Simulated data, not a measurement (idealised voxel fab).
Process module in this document: voxel local oxidation
Square cells of 5 nm make up the cross-section cut, whose width is 245 nm.
Just so we're on the same page, the cross-sections are grids of square cells, and they're listed out in bands top to bottom, each band one or more rows deep.
Basically the band line says how high the top is and how high the bottom is, in nm, and then what's in it from left to right, every material with its width in nm. Empty space shows up as "empty", and if a single material carries "full width" it runs the full band edge to edge.
Height is counted from the level 0, under which the received wafer is composed throughout of one material. The lowest of the bands is not closed at the bottom but continues downward, in the notation "0 and below".
A width given as "30 to 40" starts at the first number in the band's top row and ends at the second number in its bottom row, shifting by an equal amount at every step from row to row.
"left unchanged" for a step: no cell of the cross-section changed in that step.
Enclosed voids (no open way to top), threshold 8 cells or more, entry "Enclosed cavities", notation width x height at distance, distance from left edge, nm.
Heads up: the bit after the settings on a step's line is the simulator's remark on that step.
Each step line may optionally specify "overlay nm", which for a step with a mask gives the rightward distance between the mask's planned place and where it lay, a negative value indicating the leftward direction.
Here's what the planned process steps look like:
step 1: RECEIVE (material Si)
step 2: OXIDIZE (depth nm 5)
step 3: CONFORMAL_DEP (material SiN; thk nm 15)
step 4: MASKED_ETCH (tone cover; mask id ACTIVE; width nm 125; etch materials SiN; depth nm 15; overlay nm 0)
step 5: SELECTIVE_ETCH (etch materials SiO2; depth nm 5)
step 6: OXIDIZE (depth nm 10)
step 7: STRIP (etch materials SiN)
as received, after step 1:
* 0 and below | Si full width
* Enclosed cavities: none
Wafer cross-section at module end: first of two, run to plan:
* 0 down to -5 | empty 65; SiO2 115; empty 65
* -5 down to -15 | SiO2 75; Si 95; SiO2 75
* -15 and below | Si full width
* Enclosed cavities: none
Here's the second of our two wafers sectioned at module end. Same start as the first, same plan, but one mistake got made running it:
* 0 down to -5 | empty 55; SiO2 115; empty 75
* -5 down to -15 | SiO2 65; Si 95; SiO2 85
* -15 and below | Si full width
* Enclosed cavities: none
Processing error: planned and actual differ for step 4; actual: MASKED_ETCH (tone cover; mask id ACTIVE; width nm 125; etch materials SiN; depth nm 15; overlay nm -10)
Tallied in cells, the final second wafer holds each material in the same quantity as the first, although not at the same places.
